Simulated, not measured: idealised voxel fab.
This is a process module. Its name is voxel gate over fins.
Cross-section cut: width 275 nm, square cells of 5 nm.
Cross-section layout: square cells on a grid; listed as bands, top to bottom; a band spans one or more cell rows.
The band entry comprises the height of the band's top followed by the height of its bottom, expressed in nm, and subsequently the band's materials from left to right, each stated together with its width in nm. Where a single material is marked with the word "all across", that material fills the band from edge to edge. The word "blank" represents empty space.
The level at which height equals 0 is the one under which the wafer, as it arrives, is entirely one material. No lower edge exists for the bottom band, which continues downward and is notated as in "top 0, no bottom".
The width entry "30..40" should be interpreted row by row: the top row of cells in the band takes the first number, the bottom row takes the second number, and the change between adjacent rows is uniform throughout.
Step marked "changes: none"? Then no cell in the cross-section changed in it.
Look at "Closed void register" for the closed voids: empty spaces with no open path to the top, sized 8 cells or up. Each is width x height at distance, distance from the left edge, all nm.
It should be noted that, on the line of a given step, the content following the step's settings is a remark produced by the simulator itself with respect to that step.
Among the settings permitted on a step's line is "overlay nm"; applied to a step with a mask, it specifies the extent to which the mask lay to the right of its planned position, whereas a negative figure signifies a position to the left.

THE PROCESS STEPS THAT WERE PLANNED ARE LISTED BELOW
1,RECEIVE with material Si
2,CONFORMAL_DEP with material SiN, thk nm 10
3,DIRECTIONAL_DEP with material aC, thk nm 15
4,PATTERN with tone cover, mask id FINS, material resist, width nm 15, pitch nm 60, thk nm 30, overlay nm 0
5,DIRECTIONAL_ETCH with etch materials aC, depth nm 15
6,STRIP with etch materials resist
7,DIRECTIONAL_ETCH with etch materials SiN, depth nm 10
8,DIRECTIONAL_ETCH with etch materials Si, depth nm 30
9,STRIP with etch materials aC
10,FILL_DEP with material SiO2, thk nm 10
11,CMP with height nm 10
12,DIRECTIONAL_DEP with material aC, thk nm 15
13,PATTERN with tone open, mask id RAIL, material resist, width nm 15, thk nm 35, overlay nm 0
14,DIRECTIONAL_ETCH with etch materials aC, depth nm 15
15,STRIP with etch materials resist
16,DIRECTIONAL_ETCH with etch materials SiO2, depth nm 35
17,STRIP with etch materials aC
18,CONFORMAL_DEP with material TiN, thk nm 5
19,FILL_DEP with material W, thk nm 10
20,CMP with height nm 10
21,SELECTIVE_ETCH with etch materials W Ru TiN, depth nm 25
22,FILL_DEP with material SiO2, thk nm 5
23,CMP with height nm 10
24,SELECTIVE_ETCH with etch materials SiO2, depth nm 20
25,STRIP with etch materials SiN
26,CONFORMAL_DEP with material HfO2, thk nm 5
27,CONFORMAL_DEP with material TiN, thk nm 5
28,CONFORMAL_DEP with material TiAl, thk nm 5
29,CONFORMAL_DEP with material TiN, thk nm 5
30,FILL_DEP with material W, thk nm 15
31,CMP with height nm 30
32,CONFORMAL_DEP with material SiN, thk nm 10

FIRST WAFER, TWO IN TOTAL, RUN AS PLANNED

STEP 1 COMPLETE: CROSS-SECTION OF THE WAFER AS RECEIVED
  top 0, no bottom  Si all across
  Closed void register: none

SO THIS IS THE WAFER CROSS-SECTION RIGHT AFTER STEP 2
  top 10, bottom 0  SiN all across
  For the remainder of the cross-section, below 0, there is no change.

SO THIS IS THE WAFER CROSS-SECTION RIGHT AFTER STEP 3
  top 25, bottom 10  aC all across
  For the remainder of the cross-section, below 10, there is no change.

SO THIS IS THE WAFER CROSS-SECTION RIGHT AFTER STEP 4
  top 55, bottom 25  blank 100 / resist 15 / blank 45 / resist 15 / blank 100
  For the remainder of the cross-section, below 25, there is no change.

SO THIS IS THE WAFER CROSS-SECTION RIGHT AFTER STEP 5
  top 40, bottom 25  blank 100 / resist 15 / blank 45 / resist 15 / blank 100
  top 25, bottom 10  blank 100 / aC 15 / blank 45 / aC 15 / blank 100
  For the remainder of the cross-section, below 10, there is no change.

SO THIS IS THE WAFER CROSS-SECTION RIGHT AFTER STEP 6
  top 25, bottom 10  blank 100 / aC 15 / blank 45 / aC 15 / blank 100
  For the remainder of the cross-section, below 10, there is no change.

SO THIS IS THE WAFER CROSS-SECTION RIGHT AFTER STEP 7
  top 25, bottom 10  blank 100 / aC 15 / blank 45 / aC 15 / blank 100
  top 10, bottom 0  blank 100 / SiN 15 / blank 45 / SiN 15 / blank 100
  For the remainder of the cross-section, below 0, there is no change.

SO THIS IS THE WAFER CROSS-SECTION RIGHT AFTER STEP 8
  top 25, bottom 10  blank 100 / aC 15 / blank 45 / aC 15 / blank 100
  top 10, bottom 0  blank 100 / SiN 15 / blank 45 / SiN 15 / blank 100
  top 0, bottom -30  blank 100 / Si 15 / blank 45 / Si 15 / blank 100
  For the remainder of the cross-section, below -30, there is no change.

SO THIS IS THE WAFER CROSS-SECTION RIGHT AFTER STEP 9
  top 10, bottom 0  blank 100 / SiN 15 / blank 45 / SiN 15 / blank 100
  For the remainder of the cross-section, below 0, there is no change.

SO THIS IS THE WAFER CROSS-SECTION RIGHT AFTER STEP 10
  top 20, bottom 10  SiO2 all across
  top 10, bottom 0  SiO2 100 / SiN 15 / SiO2 45 / SiN 15 / SiO2 100
  top 0, bottom -30  SiO2 100 / Si 15 / SiO2 45 / Si 15 / SiO2 100
  For the remainder of the cross-section, below -30, there is no change.

SO THIS IS THE WAFER CROSS-SECTION RIGHT AFTER STEP 11
  top 10, bottom 0  SiO2 100 / SiN 15 / SiO2 45 / SiN 15 / SiO2 100
  For the remainder of the cross-section, below 0, there is no change.

SO THIS IS THE WAFER CROSS-SECTION RIGHT AFTER STEP 12
  top 25, bottom 10  aC all across
  For the remainder of the cross-section, below 10, there is no change.

SO THIS IS THE WAFER CROSS-SECTION RIGHT AFTER STEP 13
  top 60, bottom 25  resist 130 / blank 15 / resist 130
  For the remainder of the cross-section, below 25, there is no change.

SO THIS IS THE WAFER CROSS-SECTION RIGHT AFTER STEP 14
  top 45, bottom 25  resist 130 / blank 15 / resist 130
  top 25, bottom 10  aC 130 / blank 15 / aC 130
  For the remainder of the cross-section, below 10, there is no change.

SO THIS IS THE WAFER CROSS-SECTION RIGHT AFTER STEP 15
  top 25, bottom 10  aC 130 / blank 15 / aC 130
  For the remainder of the cross-section, below 10, there is no change.

SO THIS IS THE WAFER CROSS-SECTION RIGHT AFTER STEP 16
  top 25, bottom 10  aC 130 / blank 15 / aC 130
  top 10, bottom 0  SiO2 100 / SiN 15 / SiO2 15 / blank 15 / SiO2 15 / SiN 15 / SiO2 100
  top 0, bottom -25  SiO2 100 / Si 15 / SiO2 15 / blank 15 / SiO2 15 / Si 15 / SiO2 100
  For the remainder of the cross-section, below -25, there is no change.

SO THIS IS THE WAFER CROSS-SECTION RIGHT AFTER STEP 17
  top 10, bottom 0  SiO2 100 / SiN 15 / SiO2 15 / blank 15 / SiO2 15 / SiN 15 / SiO2 100
  For the remainder of the cross-section, below 0, there is no change.

SO THIS IS THE WAFER CROSS-SECTION RIGHT AFTER STEP 18
  top 15, bottom 10  TiN 135 / blank 5 / TiN 135
  top 10, bottom 0  SiO2 100 / SiN 15 / SiO2 15 / TiN 5 / blank 5 / TiN 5 / SiO2 15 / SiN 15 / SiO2 100
  top 0, bottom -20  SiO2 100 / Si 15 / SiO2 15 / TiN 5 / blank 5 / TiN 5 / SiO2 15 / Si 15 / SiO2 100
  top -20, bottom -25  SiO2 100 / Si 15 / SiO2 15 / TiN 15 / SiO2 15 / Si 15 / SiO2 100
  For the remainder of the cross-section, below -25, there is no change.

SO THIS IS THE WAFER CROSS-SECTION RIGHT AFTER STEP 19
  top 25, bottom 15  W all across
  top 15, bottom 10  TiN 135 / W 5 / TiN 135
  top 10, bottom 0  SiO2 100 / SiN 15 / SiO2 15 / TiN 5 / W 5 / TiN 5 / SiO2 15 / SiN 15 / SiO2 100
  top 0, bottom -20  SiO2 100 / Si 15 / SiO2 15 / TiN 5 / W 5 / TiN 5 / SiO2 15 / Si 15 / SiO2 100
  For the remainder of the cross-section, below -20, there is no change.

SO THIS IS THE WAFER CROSS-SECTION RIGHT AFTER STEP 20
  top 10, bottom 0  SiO2 100 / SiN 15 / SiO2 15 / TiN 5 / W 5 / TiN 5 / SiO2 15 / SiN 15 / SiO2 100
  For the remainder of the cross-section, below 0, there is no change.

SO THIS IS THE WAFER CROSS-SECTION RIGHT AFTER STEP 21
  top 10, bottom 0  SiO2 100 / SiN 15 / SiO2 15 / blank 15 / SiO2 15 / SiN 15 / SiO2 100
  top 0, bottom -15  SiO2 100 / Si 15 / SiO2 15 / blank 15 / SiO2 15 / Si 15 / SiO2 100
  For the remainder of the cross-section, below -15, there is no change.

SO THIS IS THE WAFER CROSS-SECTION RIGHT AFTER STEP 22
  top 15, bottom 10  SiO2 all across
  top 10, bottom 0  SiO2 100 / SiN 15 / SiO2 45 / SiN 15 / SiO2 100
  top 0, bottom -15  SiO2 100 / Si 15 / SiO2 45 / Si 15 / SiO2 100
  For the remainder of the cross-section, below -15, there is no change.

SO THIS IS THE WAFER CROSS-SECTION RIGHT AFTER STEP 23
  top 10, bottom 0  SiO2 100 / SiN 15 / SiO2 45 / SiN 15 / SiO2 100
  For the remainder of the cross-section, below 0, there is no change.

SO THIS IS THE WAFER CROSS-SECTION RIGHT AFTER STEP 24
  top 10, bottom 0  blank 100 / SiN 15 / blank 45 / SiN 15 / blank 100
  top 0, bottom -10  blank 100 / Si 15 / blank 45 / Si 15 / blank 100
  For the remainder of the cross-section, below -10, there is no change.

SO THIS IS THE WAFER CROSS-SECTION RIGHT AFTER STEP 25
  top 0, bottom -10  blank 100 / Si 15 / blank 45 / Si 15 / blank 100
  For the remainder of the cross-section, below -10, there is no change.

SO THIS IS THE WAFER CROSS-SECTION RIGHT AFTER STEP 26
  top 5, bottom 0  blank 95 / HfO2 25 / blank 35 / HfO2 25 / blank 95
  top 0, bottom -5  blank 95 / HfO2 5 / Si 15 / HfO2 5 / blank 35 / HfO2 5 / Si 15 / HfO2 5 / blank 95
  top -5, bottom -10  HfO2 100 / Si 15 / HfO2 45 / Si 15 / HfO2 100
  For the remainder of the cross-section, below -10, there is no change.

SO THIS IS THE WAFER CROSS-SECTION RIGHT AFTER STEP 27
  top 10, bottom 5  blank 90 / TiN 35 / blank 25 / TiN 35 / blank 90
  top 5, bottom 0  blank 90 / TiN 5 / HfO2 25 / TiN 5 / blank 25 / TiN 5 / HfO2 25 / TiN 5 / blank 90
  top 0, bottom -5  TiN 95 / HfO2 5 / Si 15 / HfO2 5 / TiN 35 / HfO2 5 / Si 15 / HfO2 5 / TiN 95
  For the remainder of the cross-section, below -5, there is no change.

SO THIS IS THE WAFER CROSS-SECTION RIGHT AFTER STEP 28
  top 15, bottom 10  blank 85 / TiAl 45 / blank 15 / TiAl 45 / blank 85
  top 10, bottom 5  blank 85 / TiAl 5 / TiN 35 / TiAl 5 / blank 15 / TiAl 5 / TiN 35 / TiAl 5 / blank 85
  top 5, bottom 0  TiAl 90 / TiN 5 / HfO2 25 / TiN 5 / TiAl 25 / TiN 5 / HfO2 25 / TiN 5 / TiAl 90
  For the remainder of the cross-section, below 0, there is no change.

SO THIS IS THE WAFER CROSS-SECTION RIGHT AFTER STEP 29
  top 20, bottom 15  blank 80 / TiN 55 / blank 5 / TiN 55 / blank 80
  top 15, bottom 10  blank 80 / TiN 5 / TiAl 45 / TiN 5 / blank 5 / TiN 5 / TiAl 45 / TiN 5 / blank 80
  top 10, bottom 5  TiN 85 / TiAl 5 / TiN 35 / TiAl 5 / TiN 15 / TiAl 5 / TiN 35 / TiAl 5 / TiN 85
  For the remainder of the cross-section, below 5, there is no change.

SO THIS IS THE WAFER CROSS-SECTION RIGHT AFTER STEP 30
  top 35, bottom 20  W all across
  top 20, bottom 15  W 80 / TiN 55 / W 5 / TiN 55 / W 80
  top 15, bottom 10  W 80 / TiN 5 / TiAl 45 / TiN 5 / W 5 / TiN 5 / TiAl 45 / TiN 5 / W 80
  For the remainder of the cross-section, below 10, there is no change.

SO THIS IS THE WAFER CROSS-SECTION RIGHT AFTER STEP 31
  top 30, bottom 20  W all across
  For the remainder of the cross-section, below 20, there is no change.

SO THIS IS THE WAFER CROSS-SECTION RIGHT AFTER STEP 32
  top 40, bottom 30  SiN all across
  For the remainder of the cross-section, below 30, there is no change.

THE SECOND WAFER BEGAN EXACTLY AS THE FIRST DID AND FOLLOWED THE SAME PLAN, BUT ONE MISTAKE WAS MADE WHILE RUNNING IT; THROUGH STEP 26 INCLUSIVE, THE TWO WAFERS ARE IDENTICAL

SECOND WAFER SHOWN IN CROSS-SECTION AT THE TIME STEP 27 WAS SLATED TO END
  top 20, bottom 10  blank 80 / TiN 55 / blank 5 / TiN 55 / blank 80
  top 10, bottom 5  TiN all across
  top 5, bottom 0  TiN 95 / HfO2 25 / TiN 35 / HfO2 25 / TiN 95
  top 0, bottom -5  TiN 95 / HfO2 5 / Si 15 / HfO2 5 / TiN 35 / HfO2 5 / Si 15 / HfO2 5 / TiN 95
  For the remainder of the cross-section, below -5, there is no change.

SECOND WAFER SHOWN IN CROSS-SECTION AT THE TIME STEP 28 WAS SLATED TO END
  top 25, bottom 20  blank 75 / TiAl 125 / blank 75
  top 20, bottom 15  blank 75 / TiAl 5 / TiN 55 / TiAl 5 / TiN 55 / TiAl 5 / blank 75
  top 15, bottom 10  TiAl 80 / TiN 55 / TiAl 5 / TiN 55 / TiAl 80
  For the remainder of the cross-section, below 10, there is no change.

SECOND WAFER SHOWN IN CROSS-SECTION AT THE TIME STEP 29 WAS SLATED TO END
  top 30, bottom 25  blank 70 / TiN 135 / blank 70
  top 25, bottom 20  blank 70 / TiN 5 / TiAl 125 / TiN 5 / blank 70
  top 20, bottom 15  TiN 75 / TiAl 5 / TiN 55 / TiAl 5 / TiN 55 / TiAl 5 / TiN 75
  For the remainder of the cross-section, below 15, there is no change.

SECOND WAFER SHOWN IN CROSS-SECTION AT THE TIME STEP 30 WAS SLATED TO END
  top 45, bottom 30  W all across
  top 30, bottom 25  W 70 / TiN 135 / W 70
  top 25, bottom 20  W 70 / TiN 5 / TiAl 125 / TiN 5 / W 70
  For the remainder of the cross-section, below 20, there is no change.

SECOND WAFER SHOWN IN CROSS-SECTION AT THE TIME STEP 31 WAS SLATED TO END
  top 30, bottom 25  W 70 / TiN 135 / W 70
  For the remainder of the cross-section, below 25, there is no change.

SECOND WAFER SHOWN IN CROSS-SECTION AT THE TIME STEP 32 WAS SLATED TO END
  top 40, bottom 30  SiN all across
  For the remainder of the cross-section, below 30, there is no change.
Processing error: step 27 changed vs plan, executed as CONFORMAL_DEP with material TiN, thk nm 15
Final comparison by cell count, materials where the second wafer has more or fewer than the first: TiAl -2 | TiN +122 | W -120
